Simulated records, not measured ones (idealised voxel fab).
The process module that follows is named voxel double patterning.
It is cross-section cut that appears here, measuring 250 nm in width, its square cells being 5 nm in size.
Reading order for cross-sections: top band down to bottom band. Underlying form: a grid of square cells. Band size: one or more rows of cells.
A band entry consists of two parts. The first gives the height of the band's top and the height of its bottom, in nm. The rest lists the band's materials from left to right, each with its width in nm. A single material labelled with the word "full width" fills the band from edge to edge, and the word "empty" marks empty space.
A quick word on heights: they are counted from 0, and under that level the wafer as it came to us is one material throughout. The lowest band is different from the rest in having no bottom; it simply continues downward, written as in "0 nm and below".
The width entry "30->40" should be interpreted row by row: the top row of cells in the band takes the first number, the bottom row takes the second number, and the change between adjacent rows is uniform throughout.
"remained unchanged" means the step left every cell of the cross-section as it was.
In the "Completely sealed voids" entry, you get each enclosed empty space of 8 cells or more, one with no open way to the top, written width x height at distance, distance from the left edge, in nm.
Read whatever lies past the settings on a step's line as the simulator's own remark about the step.
"overlay nm" answers the question of how far to the right of plan the mask lay on a step that has a mask, and when it is negative the answer is to the left.
**Process steps (planned)**
1) RECEIVE with material Si
2) CONFORMAL_DEP with material SiO2, thk nm 5
3) DIRECTIONAL_DEP with material polySi, thk nm 10
4) DIRECTIONAL_DEP with material SiCN, thk nm 10
5) DIRECTIONAL_DEP with material aC, thk nm 10
6) PATTERN with tone open, mask id FIRST, material resist, width nm 15, pitch nm 50, thk nm 25, overlay nm 0
7) DIRECTIONAL_ETCH with etch materials aC, depth nm 10
8) STRIP with etch materials resist
9) DIRECTIONAL_ETCH with etch materials SiCN, depth nm 10
10) STRIP with etch materials aC
11) PATTERN with tone open, mask id SECOND, material resist, width nm 15, pitch nm 50, thk nm 20, overlay nm 0
12) DIRECTIONAL_ETCH with etch materials SiCN, depth nm 10
13) STRIP with etch materials resist
14) DIRECTIONAL_ETCH with etch materials polySi, depth nm 10
15) STRIP with etch materials SiCN
**First wafer, two in total, run as planned**
**Cross-sectional view of the wafer in its as-received condition, corresponding to the state after step 1**
  0 nm and below: Si full width
  Completely sealed voids: none
**How the wafer stands in section after step 2**
  5 nm to 0 nm: SiO2 full width
  Whatever lies below 0 is exactly as it was before.
**How the wafer stands in section after step 3**
  15 nm to 5 nm: polySi full width
  Whatever lies below 5 is exactly as it was before.
**How the wafer stands in section after step 4**
  25 nm to 15 nm: SiCN full width
  Whatever lies below 15 is exactly as it was before.
**How the wafer stands in section after step 5**
  35 nm to 25 nm: aC full width
  Whatever lies below 25 is exactly as it was before.
**How the wafer stands in section after step 6**
  60 nm to 35 nm: 65 nm resist / 15 nm empty / 35 nm resist / 15 nm empty / 35 nm resist / 15 nm empty / 70 nm resist
  Whatever lies below 35 is exactly as it was before.
**How the wafer stands in section after step 7**
  50 nm to 35 nm: 65 nm resist / 15 nm empty / 35 nm resist / 15 nm empty / 35 nm resist / 15 nm empty / 70 nm resist
  35 nm to 25 nm: 65 nm aC / 15 nm empty / 35 nm aC / 15 nm empty / 35 nm aC / 15 nm empty / 70 nm aC
  Whatever lies below 25 is exactly as it was before.
**How the wafer stands in section after step 8**
  35 nm to 25 nm: 65 nm aC / 15 nm empty / 35 nm aC / 15 nm empty / 35 nm aC / 15 nm empty / 70 nm aC
  Whatever lies below 25 is exactly as it was before.
**How the wafer stands in section after step 9**
  35 nm to 25 nm: 65 nm aC / 15 nm empty / 35 nm aC / 15 nm empty / 35 nm aC / 15 nm empty / 70 nm aC
  25 nm to 15 nm: 65 nm SiCN / 15 nm empty / 35 nm SiCN / 15 nm empty / 35 nm SiCN / 15 nm empty / 70 nm SiCN
  Whatever lies below 15 is exactly as it was before.
**How the wafer stands in section after step 10**
  25 nm to 15 nm: 65 nm SiCN / 15 nm empty / 35 nm SiCN / 15 nm empty / 35 nm SiCN / 15 nm empty / 70 nm SiCN
  Whatever lies below 15 is exactly as it was before.
**How the wafer stands in section after step 11**
  45 nm to 25 nm: 90 nm resist / 15 nm empty / 35 nm resist / 15 nm empty / 95 nm resist
  25 nm to 15 nm: 65 nm SiCN / 15 nm resist / 35 nm SiCN / 15 nm resist / 35 nm SiCN / 15 nm resist / 70 nm SiCN
  Whatever lies below 15 is exactly as it was before.
**How the wafer stands in section after step 12**
  45 nm to 25 nm: 90 nm resist / 15 nm empty / 35 nm resist / 15 nm empty / 95 nm resist
  25 nm to 15 nm: 65 nm SiCN / 15 nm resist / 10 nm SiCN / 15 nm empty / 10 nm SiCN / 15 nm resist / 10 nm SiCN / 15 nm empty / 10 nm SiCN / 15 nm resist / 70 nm SiCN
  Whatever lies below 15 is exactly as it was before.
**How the wafer stands in section after step 13**
  25 nm to 15 nm: 65 nm SiCN / 15 nm empty / 10 nm SiCN / 15 nm empty / 10 nm SiCN / 15 nm empty / 10 nm SiCN / 15 nm empty / 10 nm SiCN / 15 nm empty / 70 nm SiCN
  Whatever lies below 15 is exactly as it was before.
**How the wafer stands in section after step 14**
  25 nm to 15 nm: 65 nm SiCN / 15 nm empty / 10 nm SiCN / 15 nm empty / 10 nm SiCN / 15 nm empty / 10 nm SiCN / 15 nm empty / 10 nm SiCN / 15 nm empty / 70 nm SiCN
  15 nm to 5 nm: 65 nm polySi / 15 nm empty / 10 nm polySi / 15 nm empty / 10 nm polySi / 15 nm empty / 10 nm polySi / 15 nm empty / 10 nm polySi / 15 nm empty / 70 nm polySi
  Whatever lies below 5 is exactly as it was before.
**How the wafer stands in section after step 15**
  15 nm to 5 nm: 65 nm polySi / 15 nm empty / 10 nm polySi / 15 nm empty / 10 nm polySi / 15 nm empty / 10 nm polySi / 15 nm empty / 10 nm polySi / 15 nm empty / 70 nm polySi
  Whatever lies below 5 is exactly as it was before.
**Second Wafer (Identical Start and Plan, One Processing Error; Matches First Wafer Through Step 1)**
Cross-section: second wafer, time at which step 2 was scheduled to end: remained unchanged
**Cross-section: second wafer, time at which step 3 was scheduled to end**
  10 nm to 0 nm: polySi full width
  Whatever lies below 0 is exactly as it was before.
**Cross-section: second wafer, time at which step 4 was scheduled to end**
  20 nm to 10 nm: SiCN full width
  Whatever lies below 10 is exactly as it was before.
**Cross-section: second wafer, time at which step 5 was scheduled to end**
  30 nm to 20 nm: aC full width
  Whatever lies below 20 is exactly as it was before.
**Cross-section: second wafer, time at which step 6 was scheduled to end**
  55 nm to 30 nm: 65 nm resist / 15 nm empty / 35 nm resist / 15 nm empty / 35 nm resist / 15 nm empty / 70 nm resist
  Whatever lies below 30 is exactly as it was before.
**Cross-section: second wafer, time at which step 7 was scheduled to end**
  45 nm to 30 nm: 65 nm resist / 15 nm empty / 35 nm resist / 15 nm empty / 35 nm resist / 15 nm empty / 70 nm resist
  30 nm to 20 nm: 65 nm aC / 15 nm empty / 35 nm aC / 15 nm empty / 35 nm aC / 15 nm empty / 70 nm aC
  Whatever lies below 20 is exactly as it was before.
**Cross-section: second wafer, time at which step 8 was scheduled to end**
  30 nm to 20 nm: 65 nm aC / 15 nm empty / 35 nm aC / 15 nm empty / 35 nm aC / 15 nm empty / 70 nm aC
  Whatever lies below 20 is exactly as it was before.
**Cross-section: second wafer, time at which step 9 was scheduled to end**
  30 nm to 20 nm: 65 nm aC / 15 nm empty / 35 nm aC / 15 nm empty / 35 nm aC / 15 nm empty / 70 nm aC
  20 nm to 10 nm: 65 nm SiCN / 15 nm empty / 35 nm SiCN / 15 nm empty / 35 nm SiCN / 15 nm empty / 70 nm SiCN
  Whatever lies below 10 is exactly as it was before.
**Cross-section: second wafer, time at which step 10 was scheduled to end**
  20 nm to 10 nm: 65 nm SiCN / 15 nm empty / 35 nm SiCN / 15 nm empty / 35 nm SiCN / 15 nm empty / 70 nm SiCN
  Whatever lies below 10 is exactly as it was before.
**Cross-section: second wafer, time at which step 11 was scheduled to end**
  40 nm to 20 nm: 90 nm resist / 15 nm empty / 35 nm resist / 15 nm empty / 95 nm resist
  20 nm to 10 nm: 65 nm SiCN / 15 nm resist / 35 nm SiCN / 15 nm resist / 35 nm SiCN / 15 nm resist / 70 nm SiCN
  Whatever lies below 10 is exactly as it was before.
**Cross-section: second wafer, time at which step 12 was scheduled to end**
  40 nm to 20 nm: 90 nm resist / 15 nm empty / 35 nm resist / 15 nm empty / 95 nm resist
  20 nm to 10 nm: 65 nm SiCN / 15 nm resist / 10 nm SiCN / 15 nm empty / 10 nm SiCN / 15 nm resist / 10 nm SiCN / 15 nm empty / 10 nm SiCN / 15 nm resist / 70 nm SiCN
  Whatever lies below 10 is exactly as it was before.
**Cross-section: second wafer, time at which step 13 was scheduled to end**
  20 nm to 10 nm: 65 nm SiCN / 15 nm empty / 10 nm SiCN / 15 nm empty / 10 nm SiCN / 15 nm empty / 10 nm SiCN / 15 nm empty / 10 nm SiCN / 15 nm empty / 70 nm SiCN
  Whatever lies below 10 is exactly as it was before.
**Cross-section: second wafer, time at which step 14 was scheduled to end**
  20 nm to 10 nm: 65 nm SiCN / 15 nm empty / 10 nm SiCN / 15 nm empty / 10 nm SiCN / 15 nm empty / 10 nm SiCN / 15 nm empty / 10 nm SiCN / 15 nm empty / 70 nm SiCN
  10 nm to 0 nm: 65 nm polySi / 15 nm empty / 10 nm polySi / 15 nm empty / 10 nm polySi / 15 nm empty / 10 nm polySi / 15 nm empty / 10 nm polySi / 15 nm empty / 70 nm polySi
  Whatever lies below 0 is exactly as it was before.
**Cross-section: second wafer, time at which step 15 was scheduled to end**
  10 nm to 0 nm: 65 nm polySi / 15 nm empty / 10 nm polySi / 15 nm empty / 10 nm polySi / 15 nm empty / 10 nm polySi / 15 nm empty / 10 nm polySi / 15 nm empty / 70 nm polySi
  Whatever lies below 0 is exactly as it was before.
Processing error: step 2 of the plan was excluded from execution and never run
Looking at both finished wafers in cells, the second ends up ahead of or behind the first on some materials: SiO2: 50 fewer
